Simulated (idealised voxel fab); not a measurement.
process module | voxel wiring stack
cross-section cut | 160 nm wide | cells 5 nm
A cross-section is a grid of square cells, given in bands from the top down. A band is one or more rows of cells.
Each band's line starts with the height of the band's top and of its bottom, in nm. Then come its materials from left to right, each with its width in nm. One material with "throughout" fills the band from edge to edge. "air" is empty space.
Height 0 is the level under which the wafer as received is all one material. The lowest band goes on downwards, as in "0 down".
A width such as "30 to 40" changes by the same amount from each row of cells to the next, from the band's top row to its bottom row.
"no change" after a step means that no cell of the cross-section changed.
closed voids: empty space of 8 cells or more with no open way to the top, each as width x height at its distance from the left edge, in nm
after a step's settings: what the simulator itself notes on the step
overlay nm, on a step with a mask: how far to the right of its planned place the mask lay; to the left if negative
plan
1 op RECEIVE | material Si
2 op CONFORMAL_DEP | material SiO2 | thk nm 10
3 op DIRECTIONAL_DEP | material TiN | thk nm 5
4 op DIRECTIONAL_DEP | material Ru | thk nm 25
5 op MASKED_ETCH | tone cover | mask id METAL_1 | width nm 25 | pitch nm 50 | etch materials Ru | depth nm 25 | overlay nm 0
6 op MASKED_ETCH | tone cover | mask id METAL_1 | width nm 25 | pitch nm 50 | etch materials TiN | depth nm 5 | overlay nm 0
7 op CONFORMAL_DEP | material SiN | thk nm 5
8 op FILL_DEP | material lowk | thk nm 5
9 op CMP | height nm 40
10 op CONFORMAL_DEP | material SiCN | thk nm 5
11 op DIRECTIONAL_DEP | material SiO2 | thk nm 35
12 op DIRECTIONAL_DEP | material aC | thk nm 10
13 op PATTERN | tone open | mask id METAL_2_HOLES | material resist | width nm 15 | pitch nm 100 | thk nm 30 | overlay nm 0
14 op DIRECTIONAL_ETCH | etch materials aC | depth nm 10
15 op STRIP | etch materials resist
16 op DIRECTIONAL_ETCH | etch materials SiO2 | depth nm 35
17 op STRIP | etch materials aC
18 op PATTERN | tone open | mask id METAL_2 | material resist | width nm 25 | pitch nm 50 | thk nm 15 | overlay nm 0
19 op DIRECTIONAL_ETCH | etch materials SiO2 | depth nm 20
20 op DIRECTIONAL_ETCH | etch materials SiCN | depth nm 5
21 op STRIP | etch materials resist
22 op CONFORMAL_DEP | material TiN | thk nm 5
23 op FILL_DEP | material Cu | thk nm 10
24 op CMP | height nm 80
25 op CONFORMAL_DEP | material SiCN | thk nm 5
26 op DIRECTIONAL_DEP | material SiO2 | thk nm 30
27 op MASKED_ETCH | tone open | mask id METAL_3 | width nm 25 | pitch nm 50 | etch materials SiO2 | depth nm 15 | overlay nm 0
28 op DIRECTIONAL_DEP | material aC | thk nm 10
29 op PATTERN | tone open | mask id METAL_3_HOLES | material resist | width nm 15 | pitch nm 100 | thk nm 30 | overlay nm 0
30 op DIRECTIONAL_ETCH | etch materials aC | depth nm 10
31 op STRIP | etch materials resist
32 op DIRECTIONAL_ETCH | etch materials SiO2 | depth nm 15
33 op DIRECTIONAL_ETCH | etch materials SiCN | depth nm 5
34 op STRIP | etch materials aC
35 op CONFORMAL_DEP | material TiN | thk nm 5
36 op FILL_DEP | material Ru | thk nm 5
37 op CMP | height nm 115
38 op CONFORMAL_DEP | material SiCN | thk nm 5
39 op DIRECTIONAL_DEP | material lowk | thk nm 25
40 op DIRECTIONAL_DEP | material aC | thk nm 15
41 op PATTERN | tone open | mask id METAL_4_HOLES | material resist | width nm 15 | pitch nm 100 | thk nm 30 | overlay nm 0
42 op DIRECTIONAL_ETCH | etch materials aC | depth nm 15
43 op STRIP | etch materials resist
44 op DIRECTIONAL_ETCH | etch materials lowk | depth nm 25
45 op STRIP | etch materials aC
46 op DIRECTIONAL_DEP | material aC | thk nm 15
47 op PATTERN | tone open | mask id METAL_4 | material resist | width nm 25 | pitch nm 50 | thk nm 30 | overlay nm 0
48 op DIRECTIONAL_ETCH | etch materials aC | depth nm 15
49 op STRIP | etch materials resist
50 op DIRECTIONAL_ETCH | etch materials lowk | depth nm 15
51 op DIRECTIONAL_ETCH | etch materials SiCN | depth nm 5
52 op STRIP | etch materials aC
53 op CONFORMAL_DEP | material TiN | thk nm 5
54 op FILL_DEP | material Ru | thk nm 10
55 op CMP | height nm 145
56 op CONFORMAL_DEP | material SiN | thk nm 5
varied across the wafers: thk nm of step 3. The plan shows the first wafer's value. All wafers start alike
first wafer as received, after step 1
  0 down: Si throughout
  closed voids: none
each wafer at the end: cells of each material gained (+) or lost (-) since it was received, then its closed voids
thk nm 5 | +35 Cu | +125 Ru | +78 SiCN | +79 SiN | +339 SiO2 | +146 TiN | +158 lowk | closed voids: none
thk nm 10 | +35 Cu | +110 Ru | +78 SiCN | +73 SiN | +339 SiO2 | +178 TiN | +147 lowk | closed voids: none
thk nm 15 | +35 Cu | +95 Ru | +78 SiCN | +67 SiN | +339 SiO2 | +210 TiN | +136 lowk | closed voids: none
thk nm 20 | +35 Cu | +80 Ru | +78 SiCN | +61 SiN | +339 SiO2 | +242 TiN | +125 lowk | closed voids: none
